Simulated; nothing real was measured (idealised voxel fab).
process module | voxel ribs on slabs
cross-section cut | 155 nm wide | cells 5 nm
A cross-section is a grid of square cells, given in bands from the top down. A band is one or more rows of cells.
Each band's line starts with the height of the band's top and of its bottom, in nm. Then come its materials from left to right, each with its width in nm. One material with "throughout" fills the band from edge to edge. "air" is empty space.
Height 0 is the level under which the wafer as received is all one material. The lowest band goes on downwards, as in "0 down".
A width such as "30 to 40" changes by the same amount from each row of cells to the next, from the band's top row to its bottom row.
"no change" after a step means that no cell of the cross-section changed.
closed voids: empty space of 8 cells or more with no open way to the top, each as width x height at its distance from the left edge, in nm
after a step's settings: what the simulator itself notes on the step
overlay nm, on a step with a mask: how far to the right of its planned place the mask lay; to the left if negative
plan
1 op RECEIVE | material Si
2 op DIRECTIONAL_DEP | material SiO2 | thk nm 20
3 op DIRECTIONAL_DEP | material polySi | thk nm 25
4 op MASKED_ETCH | tone cover | mask id RIB | width nm 20 | etch materials polySi | depth nm 20 | overlay nm 0
5 op MASKED_ETCH | tone cover | mask id SLAB | width nm 70 | etch materials polySi | depth nm 5 | overlay nm 0
6 op FILL_DEP | material SiO2 | thk nm 20
7 op CMP | height nm 55
8 op DIRECTIONAL_DEP | material TiN | thk nm 10
9 op PATTERN | tone cover | mask id HEATER | material resist | width nm 30 | thk nm 20 | overlay nm 0
10 op DIRECTIONAL_ETCH | etch materials TiN | depth nm 10
11 op STRIP | etch materials resist
12 op CONFORMAL_DEP | material SiO2 | thk nm 5
as received, after step 1
  0 down: Si throughout
  closed voids: none
first wafer at the end, as planned
  70 to 65: air 55 | SiO2 40 | air 60
  65 to 60: air 55 | SiO2 5 | TiN 30 | SiO2 5 | air 60
  60 to 55: SiO2 60 | TiN 30 | SiO2 65
  55 to 45: SiO2 throughout
  45 to 25: SiO2 65 | polySi 20 | SiO2 70
  25 to 20: SiO2 40 | polySi 70 | SiO2 45
  20 to 0: SiO2 throughout
  0 down: Si throughout
  closed voids: none
second wafer at the end: like start, like plan, one mistake
  70 to 65: air 45 | SiO2 40 | air 70
  65 to 60: air 45 | SiO2 5 | TiN 30 | SiO2 5 | air 70
  60 to 55: SiO2 50 | TiN 30 | SiO2 75
  55 to 45: SiO2 throughout
  45 to 25: SiO2 65 | polySi 20 | SiO2 70
  25 to 20: SiO2 40 | polySi 70 | SiO2 45
  20 to 0: SiO2 throughout
  0 down: Si throughout
  closed voids: none
what went wrong: step 9 ran as: op PATTERN | tone cover | mask id HEATER | material resist | width nm 30 | thk nm 20 | overlay nm -10
at the end the second wafer has, in cells: as many of each material as the first, in other places
